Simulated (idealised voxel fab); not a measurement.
Process module name: voxel plated lines
We display cut, a cross-section 260 nm in width whose square cells are each 5 nm.
Cross-section layout: square cells on a grid; listed as bands, top to bottom; a band spans one or more cell rows. Band: top and bottom heights (nm) first, top before bottom; then materials from left to right, widths in nm. "throughout" marks a sole material filling the band edge to edge. "empty" denotes empty space. Heights from 0 (as-received wafer is one material below). Bottom band endless downward, as "0..down". The two numbers in a width such as "30..40" mark its ends across the band: the first belongs to the top row of cells, the second to the bottom row, and from each row to the next the width moves by the same amount. "no change occurred" for a step: no cell of the cross-section changed in that step. "Sealed internal cavities" - sealed voids, min. 8 cells, no opening to top; format: width x height at distance (distance from left edge; nm throughout). after a step's settings: what the simulator itself notes on the step. overlay nm, on a step with a mask: how far to the right of its planned place the mask lay; to the left if negative.
So here's the lineup of process steps we planned:
1) RECEIVE: material Si
2) CONFORMAL_DEP: material SiO2, thk nm 10
3) DIRECTIONAL_DEP: material TiN, thk nm 5
4) PATTERN: tone open, mask id LINES, material resist, width nm 20, pitch nm 35, thk nm 35, overlay nm 0
5) EPI: material Ru, thk nm 10
6) EPI: material Ru, thk nm 5
7) EPI: material Ru, thk nm 5
8) STRIP: etch materials resist
9) DIRECTIONAL_ETCH: etch materials TiN, depth nm 5
10) CONFORMAL_DEP: material SiN, thk nm 5
Cross-section of the incoming wafer, state after step 1:
	0..down  Si throughout
	Sealed internal cavities: none
First of two wafers at the end of the module, shown in cross-section; run carried out as planned:
	40..35  empty 80, then SiN 30, then empty 5, then SiN 30, then empty 5, then SiN 30, then empty 80
	35..15  empty 80, then SiN 5, then Ru 20, then SiN 5, then empty 5, then SiN 5, then Ru 20, then SiN 5, then empty 5, then SiN 5, then Ru 20, then SiN 5, then empty 80
	15..10  SiN 85, then TiN 20, then SiN 15, then TiN 20, then SiN 15, then TiN 20, then SiN 85
	10..0  SiO2 throughout
	0..down  Si throughout
	Sealed internal cavities: none
End-of-module cross-section of the second wafer: identical starting point and process plan to the first, with one processing mistake:
	40..35  empty 85, then SiN 30, then empty 5, then SiN 30, then empty 5, then SiN 30, then empty 75
	35..15  empty 85, then SiN 5, then Ru 20, then SiN 5, then empty 5, then SiN 5, then Ru 20, then SiN 5, then empty 5, then SiN 5, then Ru 20, then SiN 5, then empty 75
	15..10  SiN 90, then TiN 20, then SiN 15, then TiN 20, then SiN 15, then TiN 20, then SiN 80
	10..0  SiO2 throughout
	0..down  Si throughout
	Sealed internal cavities: none
Plan not followed: the process deviated at step 4: the operation and settings actually run there were PATTERN: tone open, mask id LINES, material resist, width nm 20, pitch nm 35, thk nm 35, overlay nm 5
At the end, each material covers as many cells on the second wafer as it does on the first, though the cells it covers are elsewhere.
